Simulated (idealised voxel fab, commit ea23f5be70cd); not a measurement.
This is a process module. Its name is voxel wiring stack.
The width of the displayed cross-section, cut, is 260 nm; its cells are square, with a size of 5 nm.
We lay out every cross-section as a grid of square cells and spell it out in bands from the top down, where one band means one or more rows of cells. Band: top height; bottom height; in nm. Then, left to right: material with width in nm, for each material. "edge to edge": a single material spanning edge to edge. "blank": empty space. For the purposes of this specification, 0 denotes the height below which the wafer in its as-received condition is composed wholly of one material, and the lowermost band, lacking a lower limit, extends downward without end, as expressed in "0..down". A width given as "30->40" starts at the first number in the band's top row and ends at the second number in its bottom row, shifting by an equal amount at every step from row to row. Step marked "nothing different"? Then no cell in the cross-section changed in it. Basically, "closed voids" tells you about the enclosed voids: empty spaces with no open way to the top, 8 cells or bigger, each written width x height at distance, where distance is from the left edge, all in nm. Whatever follows a step's settings on its line is a remark the simulator itself makes about that step. overlay nm: right-of-plan distance of the mask on a masked step; negative values mean left-of-plan.

Intended process steps:
1,op RECEIVE | material Si
2,op CONFORMAL_DEP | material SiO2 | thk nm 15
3,op CONFORMAL_DEP | material SiN | thk nm 5
4,op DIRECTIONAL_DEP | material lowk | thk nm 25
5,op DIRECTIONAL_DEP | material aC | thk nm 10
6,op PATTERN | tone open | mask id METAL_1 | material resist | width nm 25 | pitch nm 40 | thk nm 30 | overlay nm 0
7,op DIRECTIONAL_ETCH | etch materials aC | depth nm 10
8,op STRIP | etch materials resist
9,op DIRECTIONAL_ETCH | etch materials lowk | depth nm 25
10,op DIRECTIONAL_ETCH | etch materials SiN | depth nm 5
11,op STRIP | etch materials aC
12,op CONFORMAL_DEP | material TiN | thk nm 5
13,op FILL_DEP | material Ru | thk nm 10
14,op CMP | height nm 45
15,op EPI | material Ru | thk nm 5
16,op FILL_DEP | material SiCN | thk nm 5
17,op DIRECTIONAL_DEP | material lowk | thk nm 30
18,op DIRECTIONAL_DEP | material aC | thk nm 10
19,op PATTERN | tone open | mask id METAL_2_HOLES | material resist | width nm 15 | pitch nm 40 | thk nm 25 | overlay nm 0
20,op DIRECTIONAL_ETCH | etch materials aC | depth nm 10
21,op STRIP | etch materials resist
22,op DIRECTIONAL_ETCH | etch materials lowk | depth nm 30
23,op STRIP | etch materials aC
24,op PATTERN | tone open | mask id METAL_2 | material resist | width nm 25 | pitch nm 40 | thk nm 15 | overlay nm 0
25,op DIRECTIONAL_ETCH | etch materials lowk | depth nm 15
26,op DIRECTIONAL_ETCH | etch materials SiCN | depth nm 5
27,op STRIP | etch materials resist
28,op CONFORMAL_DEP | material TiN | thk nm 5
29,op FILL_DEP | material Cu | thk nm 5
30,op CMP | height nm 85
31,op CONFORMAL_DEP | material SiN | thk nm 5

Cross-sectional view of the wafer in its as-received condition, corresponding to the state after step 1:
  0..down: Si edge to edge
  closed voids: none

The plan above was carried out on the starting structure above with one mistake, and this cross-section shows the wafer at the end of the module:
  90..85: SiN edge to edge
  85..75: 55 nm lowk, 5 nm TiN, 15 nm Cu, 5 nm TiN, 15 nm lowk, 5 nm TiN, 15 nm Cu, 5 nm TiN, 15 nm lowk, 5 nm TiN, 15 nm Cu, 5 nm TiN, 15 nm lowk, 5 nm TiN, 15 nm Cu, 5 nm TiN, 60 nm lowk
  75..70: 55 nm lowk, 5 nm TiN, 5 nm Cu, 15 nm TiN, 15 nm lowk, 5 nm TiN, 5 nm Cu, 15 nm TiN, 15 nm lowk, 5 nm TiN, 5 nm Cu, 15 nm TiN, 15 nm lowk, 5 nm TiN, 5 nm Cu, 15 nm TiN, 60 nm lowk
  70..55: 55 nm lowk, 5 nm TiN, 5 nm Cu, 5 nm TiN, 25 nm lowk, 5 nm TiN, 5 nm Cu, 5 nm TiN, 25 nm lowk, 5 nm TiN, 5 nm Cu, 5 nm TiN, 25 nm lowk, 5 nm TiN, 5 nm Cu, 5 nm TiN, 70 nm lowk
  55..50: 55 nm SiCN, 15 nm TiN, 25 nm SiCN, 15 nm TiN, 25 nm SiCN, 15 nm TiN, 25 nm SiCN, 15 nm TiN, 70 nm SiCN
  50..35: Ru edge to edge
  35..30: 60 nm TiN, 15 nm Ru, 25 nm TiN, 15 nm Ru, 25 nm TiN, 15 nm Ru, 25 nm TiN, 15 nm Ru, 65 nm TiN
  30..5: 55 nm lowk, 5 nm TiN, 15 nm Ru, 5 nm TiN, 15 nm lowk, 5 nm TiN, 15 nm Ru, 5 nm TiN, 15 nm lowk, 5 nm TiN, 15 nm Ru, 5 nm TiN, 15 nm lowk, 5 nm TiN, 15 nm Ru, 5 nm TiN, 60 nm lowk
  5..0: 55 nm SiN, 25 nm TiN, 15 nm SiN, 25 nm TiN, 15 nm SiN, 25 nm TiN, 15 nm SiN, 25 nm TiN, 60 nm SiN
  0..down: Si edge to edge
  closed voids: none
what went wrong: step 2 was dropped from the plan's execution and never run
